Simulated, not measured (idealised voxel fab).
process module | voxel transistor to metal
cross-section cut | 295 nm wide | cells 5 nm
A cross-section is a grid of square cells, given in bands from the top down. A band is one or more rows of cells.
Each band's line starts with the height of the band's top and of its bottom, in nm. Then come its materials from left to right, each with its width in nm. One material with "throughout" fills the band from edge to edge. "air" is empty space.
Height 0 is the level under which the wafer as received is all one material. The lowest band goes on downwards, as in "0 down".
A width such as "30 to 40" changes by the same amount from each row of cells to the next, from the band's top row to its bottom row.
"no change" after a step means that no cell of the cross-section changed.
closed voids: empty space of 8 cells or more with no open way to the top, each as width x height at its distance from the left edge, in nm
after a step's settings: what the simulator itself notes on the step
overlay nm, on a step with a mask: how far to the right of its planned place the mask lay; to the left if negative
plan
1 op RECEIVE | material Si
2 op OXIDIZE | depth nm 5
3 op CONFORMAL_DEP | material SiN | thk nm 15
4 op DIRECTIONAL_DEP | material aC | thk nm 10
5 op PATTERN | tone cover | mask id ACTIVE | material resist | width nm 95 | pitch nm 120 | thk nm 30 | overlay nm 0
6 op DIRECTIONAL_ETCH | etch materials aC | depth nm 10
7 op STRIP | etch materials resist
8 op DIRECTIONAL_ETCH | etch materials SiN | depth nm 15
9 op DIRECTIONAL_ETCH | etch materials SiO2 | depth nm 5
10 op DIRECTIONAL_ETCH | etch materials Si | depth nm 25
11 op STRIP | etch materials aC
12 op FILL_DEP | material SiO2 | thk nm 5
13 op CMP | height nm 15
14 op SELECTIVE_ETCH | etch materials SiO2 | depth nm 15
15 op STRIP | etch materials SiN
16 op SELECTIVE_ETCH | etch materials SiO2 | depth nm 5
17 op OXIDIZE | depth nm 5
18 op DIRECTIONAL_DEP | material polySi | thk nm 30
19 op DIRECTIONAL_DEP | material SiCN | thk nm 15
20 op MASKED_ETCH | tone cover | mask id GATE | width nm 15 | pitch nm 120 | etch materials SiCN | depth nm 25 | overlay nm 0
21 op MASKED_ETCH | tone cover | mask id GATE | width nm 15 | pitch nm 120 | etch materials polySi | depth nm 40 | overlay nm 0
22 op CONFORMAL_DEP | material SiN | thk nm 10
23 op DIRECTIONAL_ETCH | etch materials SiN | depth nm 10
24 op DIRECTIONAL_ETCH | etch materials SiO2 | depth nm 5
25 op DIRECTIONAL_ETCH | etch materials Si | depth nm 15
26 op EPI | material nSi | thk nm 15
27 op FILL_DEP | material SiO2 | thk nm 5
28 op CMP | height nm 40
29 op DIRECTIONAL_DEP | material SiO2 | thk nm 10
30 op DIRECTIONAL_DEP | material aC | thk nm 15
31 op PATTERN | tone open | mask id CONTACT | material resist | width nm 20 | thk nm 35 | overlay nm 0
32 op DIRECTIONAL_ETCH | etch materials aC | depth nm 15
33 op STRIP | etch materials resist
34 op DIRECTIONAL_ETCH | etch materials SiO2 | depth nm 60
35 op STRIP | etch materials aC
36 op CONFORMAL_DEP | material TiN | thk nm 5
37 op FILL_DEP | material Ru | thk nm 10
38 op CMP | height nm 50
39 op DIRECTIONAL_DEP | material TiN | thk nm 5
40 op DIRECTIONAL_DEP | material W | thk nm 25
41 op DIRECTIONAL_DEP | material aC | thk nm 15
42 op PATTERN | tone cover | mask id METAL_1 | material resist | width nm 20 | thk nm 30 | overlay nm 0
43 op DIRECTIONAL_ETCH | etch materials aC | depth nm 15
44 op STRIP | etch materials resist
45 op DIRECTIONAL_ETCH | etch materials W | depth nm 25
46 op DIRECTIONAL_ETCH | etch materials TiN | depth nm 5
47 op STRIP | etch materials aC
48 op FILL_DEP | material lowk | thk nm 5
49 op CMP | height nm 80
50 op CONFORMAL_DEP | material SiCN | thk nm 5
51 op DIRECTIONAL_DEP | material lowk | thk nm 30
52 op PATTERN | tone open | mask id METAL_2_HOLES | material resist | width nm 15 | pitch nm 120 | thk nm 20 | overlay nm 0
53 op DIRECTIONAL_ETCH | etch materials lowk | depth nm 30
54 op STRIP | etch materials resist
55 op PATTERN | tone open | mask id METAL_2 | material resist | width nm 20 | pitch nm 120 | thk nm 15 | overlay nm 0
56 op DIRECTIONAL_ETCH | etch materials lowk | depth nm 15
57 op DIRECTIONAL_ETCH | etch materials SiCN | depth nm 5
58 op STRIP | etch materials resist
59 op CONFORMAL_DEP | material TiN | thk nm 5
60 op FILL_DEP | material Ru | thk nm 5
61 op CMP | height nm 115
62 op CONFORMAL_DEP | material SiCN | thk nm 5
first wafer, as planned
as received, after step 1
  0 down: Si throughout
  closed voids: none
after step 2
  0 to -5: SiO2 throughout
  below -5: unchanged
after step 3
  15 to 0: SiN throughout
  below 0: unchanged
after step 4
  25 to 15: aC throughout
  below 15: unchanged
after step 5
  55 to 25: air 40 | resist 95 | air 25 | resist 95 | air 40
  below 25: unchanged
after step 6
  45 to 25: air 40 | resist 95 | air 25 | resist 95 | air 40
  25 to 15: air 40 | aC 95 | air 25 | aC 95 | air 40
  below 15: unchanged
after step 7
  25 to 15: air 40 | aC 95 | air 25 | aC 95 | air 40
  below 15: unchanged
after step 8
  25 to 15: air 40 | aC 95 | air 25 | aC 95 | air 40
  15 to 0: air 40 | SiN 95 | air 25 | SiN 95 | air 40
  below 0: unchanged
after step 9
  25 to 15: air 40 | aC 95 | air 25 | aC 95 | air 40
  15 to 0: air 40 | SiN 95 | air 25 | SiN 95 | air 40
  0 to -5: air 40 | SiO2 95 | air 25 | SiO2 95 | air 40
  below -5: unchanged
after step 10
  25 to 15: air 40 | aC 95 | air 25 | aC 95 | air 40
  15 to 0: air 40 | SiN 95 | air 25 | SiN 95 | air 40
  0 to -5: air 40 | SiO2 95 | air 25 | SiO2 95 | air 40
  -5 to -30: air 40 | Si 95 | air 25 | Si 95 | air 40
  below -30: unchanged
after step 11
  15 to 0: air 40 | SiN 95 | air 25 | SiN 95 | air 40
  below 0: unchanged
after step 12
  20 to 15: SiO2 throughout
  15 to 0: SiO2 40 | SiN 95 | SiO2 25 | SiN 95 | SiO2 40
  0 to -5: SiO2 throughout
  -5 to -30: SiO2 40 | Si 95 | SiO2 25 | Si 95 | SiO2 40
  below -30: unchanged
after step 13
  15 to 0: SiO2 40 | SiN 95 | SiO2 25 | SiN 95 | SiO2 40
  below 0: unchanged
after step 14
  15 to 0: air 40 | SiN 95 | air 25 | SiN 95 | air 40
  below 0: unchanged
after step 15
  0 to -5: SiO2 throughout
  below -5: unchanged
after step 16
  -5 to -30: SiO2 40 | Si 95 | SiO2 25 | Si 95 | SiO2 40
  below -30: unchanged
after step 17
  -5 to -10: SiO2 throughout
  below -10: unchanged
after step 18
  25 to -5: polySi throughout
  below -5: unchanged
after step 19
  40 to 25: SiCN throughout
  below 25: unchanged
after step 20
  40 to 25: air 80 | SiCN 15 | air 105 | SiCN 15 | air 80
  below 25: unchanged
after step 21
  40 to 25: air 80 | SiCN 15 | air 105 | SiCN 15 | air 80
  25 to -5: air 80 | polySi 15 | air 105 | polySi 15 | air 80
  below -5: unchanged
after step 22
  50 to 40: air 70 | SiN 35 | air 85 | SiN 35 | air 70
  40 to 25: air 70 | SiN 10 | SiCN 15 | SiN 10 | air 85 | SiN 10 | SiCN 15 | SiN 10 | air 70
  25 to 5: air 70 | SiN 10 | polySi 15 | SiN 10 | air 85 | SiN 10 | polySi 15 | SiN 10 | air 70
  5 to -5: SiN 80 | polySi 15 | SiN 105 | polySi 15 | SiN 80
  below -5: unchanged
after step 23
  40 to 25: air 70 | SiN 10 | SiCN 15 | SiN 10 | air 85 | SiN 10 | SiCN 15 | SiN 10 | air 70
  25 to -5: air 70 | SiN 10 | polySi 15 | SiN 10 | air 85 | SiN 10 | polySi 15 | SiN 10 | air 70
  below -5: unchanged
after step 24
  40 to 25: air 70 | SiN 10 | SiCN 15 | SiN 10 | air 85 | SiN 10 | SiCN 15 | SiN 10 | air 70
  25 to -5: air 70 | SiN 10 | polySi 15 | SiN 10 | air 85 | SiN 10 | polySi 15 | SiN 10 | air 70
  -5 to -10: air 70 | SiO2 35 | air 85 | SiO2 35 | air 70
  below -10: unchanged
after step 25
  40 to 25: air 70 | SiN 10 | SiCN 15 | SiN 10 | air 85 | SiN 10 | SiCN 15 | SiN 10 | air 70
  25 to -5: air 70 | SiN 10 | polySi 15 | SiN 10 | air 85 | SiN 10 | polySi 15 | SiN 10 | air 70
  -5 to -10: air 70 | SiO2 35 | air 85 | SiO2 35 | air 70
  -10 to -25: SiO2 40 | air 30 | Si 35 | air 30 | SiO2 25 | air 30 | Si 35 | air 30 | SiO2 40
  below -25: unchanged
after step 26
  40 to 25: air 70 | SiN 10 | SiCN 15 | SiN 10 | air 85 | SiN 10 | SiCN 15 | SiN 10 | air 70
  25 to 5: air 70 | SiN 10 | polySi 15 | SiN 10 | air 85 | SiN 10 | polySi 15 | SiN 10 | air 70
  5 to -5: air 55 | nSi 15 | SiN 10 | polySi 15 | SiN 10 | nSi 15 | air 55 | nSi 15 | SiN 10 | polySi 15 | SiN 10 | nSi 15 | air 55
  -5 to -10: air 55 | nSi 15 | SiO2 35 | nSi 15 | air 55 | nSi 15 | SiO2 35 | nSi 15 | air 55
  -10 to -25: SiO2 40 | nSi 30 | Si 35 | nSi 30 | SiO2 25 | nSi 30 | Si 35 | nSi 30 | SiO2 40
  below -25: unchanged
after step 27
  45 to 40: SiO2 throughout
  40 to 25: SiO2 70 | SiN 10 | SiCN 15 | SiN 10 | SiO2 85 | SiN 10 | SiCN 15 | SiN 10 | SiO2 70
  25 to 5: SiO2 70 | SiN 10 | polySi 15 | SiN 10 | SiO2 85 | SiN 10 | polySi 15 | SiN 10 | SiO2 70
  5 to -5: SiO2 55 | nSi 15 | SiN 10 | polySi 15 | SiN 10 | nSi 15 | SiO2 55 | nSi 15 | SiN 10 | polySi 15 | SiN 10 | nSi 15 | SiO2 55
  -5 to -10: SiO2 55 | nSi 15 | SiO2 35 | nSi 15 | SiO2 55 | nSi 15 | SiO2 35 | nSi 15 | SiO2 55
  below -10: unchanged
after step 28
  40 to 25: SiO2 70 | SiN 10 | SiCN 15 | SiN 10 | SiO2 85 | SiN 10 | SiCN 15 | SiN 10 | SiO2 70
  below 25: unchanged
after step 29
  50 to 40: SiO2 throughout
  below 40: unchanged
after step 30
  65 to 50: aC throughout
  below 50: unchanged
after step 31
  100 to 65: resist 45 | air 20 | resist 45 | air 20 | resist 35 | air 20 | resist 45 | air 20 | resist 45
  below 65: unchanged
after step 32
  85 to 65: resist 45 | air 20 | resist 45 | air 20 | resist 35 | air 20 | resist 45 | air 20 | resist 45
  65 to 50: aC 45 | air 20 | aC 45 | air 20 | aC 35 | air 20 | aC 45 | air 20 | aC 45
  below 50: unchanged
after step 33
  65 to 50: aC 45 | air 20 | aC 45 | air 20 | aC 35 | air 20 | aC 45 | air 20 | aC 45
  below 50: unchanged
after step 34
  65 to 50: aC 45 | air 20 | aC 45 | air 20 | aC 35 | air 20 | aC 45 | air 20 | aC 45
  50 to 40: SiO2 45 | air 20 | SiO2 45 | air 20 | SiO2 35 | air 20 | SiO2 45 | air 20 | SiO2 45
  40 to 25: SiO2 45 | air 20 | SiO2 5 | SiN 10 | SiCN 15 | SiN 10 | SiO2 5 | air 20 | SiO2 35 | air 20 | SiO2 5 | SiN 10 | SiCN 15 | SiN 10 | SiO2 5 | air 20 | SiO2 45
  25 to 5: SiO2 45 | air 20 | SiO2 5 | SiN 10 | polySi 15 | SiN 10 | SiO2 5 | air 20 | SiO2 35 | air 20 | SiO2 5 | SiN 10 | polySi 15 | SiN 10 | SiO2 5 | air 20 | SiO2 45
  5 to -5: SiO2 45 | air 10 | nSi 15 | SiN 10 | polySi 15 | SiN 10 | nSi 15 | air 10 | SiO2 35 | air 10 | nSi 15 | SiN 10 | polySi 15 | SiN 10 | nSi 15 | air 10 | SiO2 45
  -5 to -10: SiO2 45 | air 10 | nSi 15 | SiO2 35 | nSi 15 | air 10 | SiO2 35 | air 10 | nSi 15 | SiO2 35 | nSi 15 | air 10 | SiO2 45
  below -10: unchanged
after step 35
  50 to 40: SiO2 45 | air 20 | SiO2 45 | air 20 | SiO2 35 | air 20 | SiO2 45 | air 20 | SiO2 45
  below 40: unchanged
after step 36
  55 to 50: TiN 50 | air 10 | TiN 55 | air 10 | TiN 45 | air 10 | TiN 55 | air 10 | TiN 50
  50 to 40: SiO2 45 | TiN 5 | air 10 | TiN 5 | SiO2 45 | TiN 5 | air 10 | TiN 5 | SiO2 35 | TiN 5 | air 10 | TiN 5 | SiO2 45 | TiN 5 | air 10 | TiN 5 | SiO2 45
  40 to 25: SiO2 45 | TiN 5 | air 10 | TiN 5 | SiO2 5 | SiN 10 | SiCN 15 | SiN 10 | SiO2 5 | TiN 5 | air 10 | TiN 5 | SiO2 35 | TiN 5 | air 10 | TiN 5 | SiO2 5 | SiN 10 | SiCN 15 | SiN 10 | SiO2 5 | TiN 5 | air 10 | TiN 5 | SiO2 45
  25 to 10: SiO2 45 | TiN 5 | air 10 | TiN 5 | SiO2 5 | SiN 10 | polySi 15 | SiN 10 | SiO2 5 | TiN 5 | air 10 | TiN 5 | SiO2 35 | TiN 5 | air 10 | TiN 5 | SiO2 5 | SiN 10 | polySi 15 | SiN 10 | SiO2 5 | TiN 5 | air 10 | TiN 5 | SiO2 45
  10 to 5: SiO2 45 | TiN 20 | SiO2 5 | SiN 10 | polySi 15 | SiN 10 | SiO2 5 | TiN 20 | SiO2 35 | TiN 20 | SiO2 5 | SiN 10 | polySi 15 | SiN 10 | SiO2 5 | TiN 20 | SiO2 45
  5 to -5: SiO2 45 | TiN 10 | nSi 15 | SiN 10 | polySi 15 | SiN 10 | nSi 15 | TiN 10 | SiO2 35 | TiN 10 | nSi 15 | SiN 10 | polySi 15 | SiN 10 | nSi 15 | TiN 10 | SiO2 45
  -5 to -10: SiO2 45 | TiN 10 | nSi 15 | SiO2 35 | nSi 15 | TiN 10 | SiO2 35 | TiN 10 | nSi 15 | SiO2 35 | nSi 15 | TiN 10 | SiO2 45
  below -10: unchanged
after step 37
  65 to 55: Ru throughout
  55 to 50: TiN 50 | Ru 10 | TiN 55 | Ru 10 | TiN 45 | Ru 10 | TiN 55 | Ru 10 | TiN 50
  50 to 40: SiO2 45 | TiN 5 | Ru 10 | TiN 5 | SiO2 45 | TiN 5 | Ru 10 | TiN 5 | SiO2 35 | TiN 5 | Ru 10 | TiN 5 | SiO2 45 | TiN 5 | Ru 10 | TiN 5 | SiO2 45
  40 to 25: SiO2 45 | TiN 5 | Ru 10 | TiN 5 | SiO2 5 | SiN 10 | SiCN 15 | SiN 10 | SiO2 5 | TiN 5 | Ru 10 | TiN 5 | SiO2 35 | TiN 5 | Ru 10 | TiN 5 | SiO2 5 | SiN 10 | SiCN 15 | SiN 10 | SiO2 5 | TiN 5 | Ru 10 | TiN 5 | SiO2 45
  25 to 10: SiO2 45 | TiN 5 | Ru 10 | TiN 5 | SiO2 5 | SiN 10 | polySi 15 | SiN 10 | SiO2 5 | TiN 5 | Ru 10 | TiN 5 | SiO2 35 | TiN 5 | Ru 10 | TiN 5 | SiO2 5 | SiN 10 | polySi 15 | SiN 10 | SiO2 5 | TiN 5 | Ru 10 | TiN 5 | SiO2 45
  below 10: unchanged
after step 38
  50 to 40: SiO2 45 | TiN 5 | Ru 10 | TiN 5 | SiO2 45 | TiN 5 | Ru 10 | TiN 5 | SiO2 35 | TiN 5 | Ru 10 | TiN 5 | SiO2 45 | TiN 5 | Ru 10 | TiN 5 | SiO2 45
  below 40: unchanged
after step 39
  55 to 50: TiN throughout
  below 50: unchanged
after step 40
  80 to 55: W throughout
  below 55: unchanged
after step 41
  95 to 80: aC throughout
  below 80: unchanged
after step 42
  125 to 95: air 45 | resist 20 | air 45 | resist 20 | air 35 | resist 20 | air 45 | resist 20 | air 45
  below 95: unchanged
after step 43
  110 to 95: air 45 | resist 20 | air 45 | resist 20 | air 35 | resist 20 | air 45 | resist 20 | air 45
  95 to 80: air 45 | aC 20 | air 45 | aC 20 | air 35 | aC 20 | air 45 | aC 20 | air 45
  below 80: unchanged
after step 44
  95 to 80: air 45 | aC 20 | air 45 | aC 20 | air 35 | aC 20 | air 45 | aC 20 | air 45
  below 80: unchanged
after step 45
  95 to 80: air 45 | aC 20 | air 45 | aC 20 | air 35 | aC 20 | air 45 | aC 20 | air 45
  80 to 55: air 45 | W 20 | air 45 | W 20 | air 35 | W 20 | air 45 | W 20 | air 45
  below 55: unchanged
after step 46
  95 to 80: air 45 | aC 20 | air 45 | aC 20 | air 35 | aC 20 | air 45 | aC 20 | air 45
  80 to 55: air 45 | W 20 | air 45 | W 20 | air 35 | W 20 | air 45 | W 20 | air 45
  55 to 50: air 45 | TiN 20 | air 45 | TiN 20 | air 35 | TiN 20 | air 45 | TiN 20 | air 45
  below 50: unchanged
after step 47
  80 to 55: air 45 | W 20 | air 45 | W 20 | air 35 | W 20 | air 45 | W 20 | air 45
  below 55: unchanged
after step 48
  85 to 80: lowk throughout
  80 to 55: lowk 45 | W 20 | lowk 45 | W 20 | lowk 35 | W 20 | lowk 45 | W 20 | lowk 45
  55 to 50: lowk 45 | TiN 20 | lowk 45 | TiN 20 | lowk 35 | TiN 20 | lowk 45 | TiN 20 | lowk 45
  below 50: unchanged
after step 49
  80 to 55: lowk 45 | W 20 | lowk 45 | W 20 | lowk 35 | W 20 | lowk 45 | W 20 | lowk 45
  below 55: unchanged
after step 50
  85 to 80: SiCN throughout
  below 80: unchanged
after step 51
  115 to 85: lowk throughout
  below 85: unchanged
after step 52
  135 to 115: resist 45 | air 15 | resist 105 | air 15 | resist 115
  below 115: unchanged
after step 53
  135 to 115: resist 45 | air 15 | resist 105 | air 15 | resist 115
  115 to 85: lowk 45 | air 15 | lowk 105 | air 15 | lowk 115
  below 85: unchanged
after step 54
  115 to 85: lowk 45 | air 15 | lowk 105 | air 15 | lowk 115
  below 85: unchanged
after step 55
  130 to 115: resist 45 | air 20 | resist 100 | air 20 | resist 110
  below 115: unchanged
after step 56
  130 to 115: resist 45 | air 20 | resist 100 | air 20 | resist 110
  115 to 100: lowk 45 | air 20 | lowk 100 | air 20 | lowk 110
  below 100: unchanged
after step 57
  130 to 115: resist 45 | air 20 | resist 100 | air 20 | resist 110
  115 to 100: lowk 45 | air 20 | lowk 100 | air 20 | lowk 110
  100 to 85: lowk 45 | air 15 | lowk 105 | air 15 | lowk 115
  85 to 80: SiCN 45 | air 15 | SiCN 105 | air 15 | SiCN 115
  below 80: unchanged
after step 58
  115 to 100: lowk 45 | air 20 | lowk 100 | air 20 | lowk 110
  below 100: unchanged
after step 59
  120 to 115: TiN 50 | air 10 | TiN 110 | air 10 | TiN 115
  115 to 105: lowk 45 | TiN 5 | air 10 | TiN 5 | lowk 100 | TiN 5 | air 10 | TiN 5 | lowk 110
  105 to 100: lowk 45 | TiN 5 | air 5 | TiN 10 | lowk 100 | TiN 5 | air 5 | TiN 10 | lowk 110
  100 to 85: lowk 45 | TiN 5 | air 5 | TiN 5 | lowk 105 | TiN 5 | air 5 | TiN 5 | lowk 115
  85 to 80: SiCN 45 | TiN 15 | SiCN 105 | TiN 15 | SiCN 115
  below 80: unchanged
after step 60
  125 to 120: Ru throughout
  120 to 115: TiN 50 | Ru 10 | TiN 110 | Ru 10 | TiN 115
  115 to 105: lowk 45 | TiN 5 | Ru 10 | TiN 5 | lowk 100 | TiN 5 | Ru 10 | TiN 5 | lowk 110
  105 to 100: lowk 45 | TiN 5 | Ru 5 | TiN 10 | lowk 100 | TiN 5 | Ru 5 | TiN 10 | lowk 110
  100 to 85: lowk 45 | TiN 5 | Ru 5 | TiN 5 | lowk 105 | TiN 5 | Ru 5 | TiN 5 | lowk 115
  below 85: unchanged
after step 61
  115 to 105: lowk 45 | TiN 5 | Ru 10 | TiN 5 | lowk 100 | TiN 5 | Ru 10 | TiN 5 | lowk 110
  below 105: unchanged
after step 62
  120 to 115: SiCN throughout
  below 115: unchanged
second wafer: like start, like plan, one mistake. Through step 41 it matches the first wafer
when step 42 should have ended
  125 to 95: resist 45 | air 20 | resist 45 | air 20 | resist 35 | air 20 | resist 45 | air 20 | resist 45
  below 95: unchanged
when step 43 should have ended
  110 to 95: resist 45 | air 20 | resist 45 | air 20 | resist 35 | air 20 | resist 45 | air 20 | resist 45
  95 to 80: aC 45 | air 20 | aC 45 | air 20 | aC 35 | air 20 | aC 45 | air 20 | aC 45
  below 80: unchanged
when step 44 should have ended
  95 to 80: aC 45 | air 20 | aC 45 | air 20 | aC 35 | air 20 | aC 45 | air 20 | aC 45
  below 80: unchanged
when step 45 should have ended
  95 to 80: aC 45 | air 20 | aC 45 | air 20 | aC 35 | air 20 | aC 45 | air 20 | aC 45
  80 to 55: W 45 | air 20 | W 45 | air 20 | W 35 | air 20 | W 45 | air 20 | W 45
  below 55: unchanged
when step 46 should have ended
  95 to 80: aC 45 | air 20 | aC 45 | air 20 | aC 35 | air 20 | aC 45 | air 20 | aC 45
  80 to 55: W 45 | air 20 | W 45 | air 20 | W 35 | air 20 | W 45 | air 20 | W 45
  55 to 50: TiN 45 | air 20 | TiN 45 | air 20 | TiN 35 | air 20 | TiN 45 | air 20 | TiN 45
  below 50: unchanged
when step 47 should have ended
  80 to 55: W 45 | air 20 | W 45 | air 20 | W 35 | air 20 | W 45 | air 20 | W 45
  below 55: unchanged
when step 48 should have ended
  85 to 80: lowk throughout
  80 to 55: W 45 | lowk 20 | W 45 | lowk 20 | W 35 | lowk 20 | W 45 | lowk 20 | W 45
  55 to 50: TiN 45 | lowk 20 | TiN 45 | lowk 20 | TiN 35 | lowk 20 | TiN 45 | lowk 20 | TiN 45
  below 50: unchanged
when step 49 should have ended
  80 to 55: W 45 | lowk 20 | W 45 | lowk 20 | W 35 | lowk 20 | W 45 | lowk 20 | W 45
  below 55: unchanged
when step 50 should have ended
  85 to 80: SiCN throughout
  below 80: unchanged
when step 51 should have ended
  115 to 85: lowk throughout
  below 85: unchanged
when step 52 should have ended
  135 to 115: resist 45 | air 15 | resist 105 | air 15 | resist 115
  below 115: unchanged
when step 53 should have ended
  135 to 115: resist 45 | air 15 | resist 105 | air 15 | resist 115
  115 to 85: lowk 45 | air 15 | lowk 105 | air 15 | lowk 115
  below 85: unchanged
when step 54 should have ended
  115 to 85: lowk 45 | air 15 | lowk 105 | air 15 | lowk 115
  below 85: unchanged
when step 55 should have ended
  130 to 115: resist 45 | air 20 | resist 100 | air 20 | resist 110
  below 115: unchanged
when step 56 should have ended
  130 to 115: resist 45 | air 20 | resist 100 | air 20 | resist 110
  115 to 100: lowk 45 | air 20 | lowk 100 | air 20 | lowk 110
  below 100: unchanged
when step 57 should have ended
  130 to 115: resist 45 | air 20 | resist 100 | air 20 | resist 110
  115 to 100: lowk 45 | air 20 | lowk 100 | air 20 | lowk 110
  100 to 85: lowk 45 | air 15 | lowk 105 | air 15 | lowk 115
  85 to 80: SiCN 45 | air 15 | SiCN 105 | air 15 | SiCN 115
  below 80: unchanged
when step 58 should have ended
  115 to 100: lowk 45 | air 20 | lowk 100 | air 20 | lowk 110
  below 100: unchanged
when step 59 should have ended
  120 to 115: TiN 50 | air 10 | TiN 110 | air 10 | TiN 115
  115 to 105: lowk 45 | TiN 5 | air 10 | TiN 5 | lowk 100 | TiN 5 | air 10 | TiN 5 | lowk 110
  105 to 100: lowk 45 | TiN 5 | air 5 | TiN 10 | lowk 100 | TiN 5 | air 5 | TiN 10 | lowk 110
  100 to 85: lowk 45 | TiN 5 | air 5 | TiN 5 | lowk 105 | TiN 5 | air 5 | TiN 5 | lowk 115
  85 to 80: SiCN 45 | TiN 15 | SiCN 105 | TiN 15 | SiCN 115
  below 80: unchanged
when step 60 should have ended
  125 to 120: Ru throughout
  120 to 115: TiN 50 | Ru 10 | TiN 110 | Ru 10 | TiN 115
  115 to 105: lowk 45 | TiN 5 | Ru 10 | TiN 5 | lowk 100 | TiN 5 | Ru 10 | TiN 5 | lowk 110
  105 to 100: lowk 45 | TiN 5 | Ru 5 | TiN 10 | lowk 100 | TiN 5 | Ru 5 | TiN 10 | lowk 110
  100 to 85: lowk 45 | TiN 5 | Ru 5 | TiN 5 | lowk 105 | TiN 5 | Ru 5 | TiN 5 | lowk 115
  below 85: unchanged
when step 61 should have ended
  115 to 105: lowk 45 | TiN 5 | Ru 10 | TiN 5 | lowk 100 | TiN 5 | Ru 10 | TiN 5 | lowk 110
  below 105: unchanged
when step 62 should have ended
  120 to 115: SiCN throughout
  below 115: unchanged
what went wrong: step 42 ran as: op PATTERN | tone open | mask id METAL_1 | material resist | width nm 20 | thk nm 30 | overlay nm 0
at the end the second wafer has, in cells: 27 more of TiN | 135 more of W | 162 fewer of lowk
